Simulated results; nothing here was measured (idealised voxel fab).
The name of this process module is voxel self aligned contacts.
Shown is cross-section cut, with a width of 270 nm and square cells of size 5 nm.
Throughout this document, each cross-section is represented as a grid of square cells and is presented as a sequence of bands enumerated from the top downward, where a band comprises one or more rows of cells.
First you get the band's top height and its bottom height, in nm, and then the materials it's made of, left to right, with each width in nm. If you see a single material with "edge to edge", that one covers the band edge to edge. "air" is empty space.
Heights are measured from 0, the level below which the as-received wafer is all one material; the lowest band has no bottom and continues downward, written as in "z 0 and below".
A width given as "30 to 40" starts at the first number in the band's top row and ends at the second number in its bottom row, shifting by an equal amount at every step from row to row.
Any step labelled "no change" changed none of the cells in the cross-section.
Under "Closed void entries" you'll find the enclosed gaps, the ones with no way out to the top, that are 8 cells or bigger; each reads width x height at distance, with distance counted from the left edge, everything in nm.
Note: text after step settings on the step line = simulator remark on that step.
overlay nm: where the mask lay relative to plan, measured to the right, on steps with a mask; negatives go left.
-- Intended process steps
- 1: RECEIVE,material Si
- 2: CONFORMAL_DEP,material SiO2,thk nm 5
- 3: DIRECTIONAL_DEP,material polySi,thk nm 20
- 4: DIRECTIONAL_DEP,material SiN,thk nm 20
- 5: DIRECTIONAL_DEP,material aC,thk nm 15
- 6: PATTERN,tone cover,mask id GATE,material resist,width nm 25,pitch nm 65,thk nm 30,overlay nm 0
- 7: DIRECTIONAL_ETCH,etch materials aC,depth nm 15
- 8: STRIP,etch materials resist
- 9: DIRECTIONAL_ETCH,etch materials SiN,depth nm 20
- 10: DIRECTIONAL_ETCH,etch materials polySi,depth nm 20
- 11: STRIP,etch materials aC
- 12: CONFORMAL_DEP,material SiN,thk nm 10
- 13: DIRECTIONAL_ETCH,etch materials SiN,depth nm 10
- 14: FILL_DEP,material SiO2,thk nm 15
- 15: CMP,height nm 55
- 16: MASKED_ETCH,tone open,mask id CONTACT,width nm 50,pitch nm 65,etch materials SiO2,depth nm 55,overlay nm 0
- 17: CONFORMAL_DEP,material TiN,thk nm 5
- 18: FILL_DEP,material W,thk nm 5
- 19: CMP,height nm 55
- 20: CONFORMAL_DEP,material SiCN,thk nm 5
-- This is the cross-section of the wafer as we received it, i.e. after step 1
  z 0 and below: Si edge to edge
  Closed void entries: none
-- Result of the module, cross-sectioned: start per above, plan per above, one error in how it was run
  z 60 to 55: SiCN edge to edge
  z 55 to 45: 75 nm SiO2, then 5 to 20 nm TiN, then 40 to 15 nm W, then 5 to 15 nm TiN, then 15 nm SiO2, then 5 to 20 nm TiN, then 40 to 15 nm W, then 5 to 15 nm TiN, then 80 nm SiO2
  z 45 to 25: 50 nm SiO2, then 40 nm SiN, then 5 nm TiN, then 15 nm W, then 5 nm TiN, then 40 nm SiN, then 5 nm TiN, then 15 nm W, then 5 nm TiN, then 40 nm SiN, then 50 nm SiO2
  z 25 to 5: 50 nm SiO2, then 10 nm SiN, then 20 nm polySi, then 10 nm SiN, then 5 nm TiN, then 15 nm W, then 5 nm TiN, then 10 nm SiN, then 20 nm polySi, then 10 nm SiN, then 5 nm TiN, then 15 nm W, then 5 nm TiN, then 10 nm SiN, then 20 nm polySi, then 10 nm SiN, then 50 nm SiO2
  z 5 to 0: 90 nm SiO2, then 25 nm TiN, then 40 nm SiO2, then 25 nm TiN, then 90 nm SiO2
  z 0 and below: Si edge to edge
  Closed void entries: none
Finding, execution versus plan: contrary to plan, step 6 was performed as PATTERN,tone cover,mask id GATE,material resist,width nm 20,pitch nm 65,thk nm 30,overlay nm 0
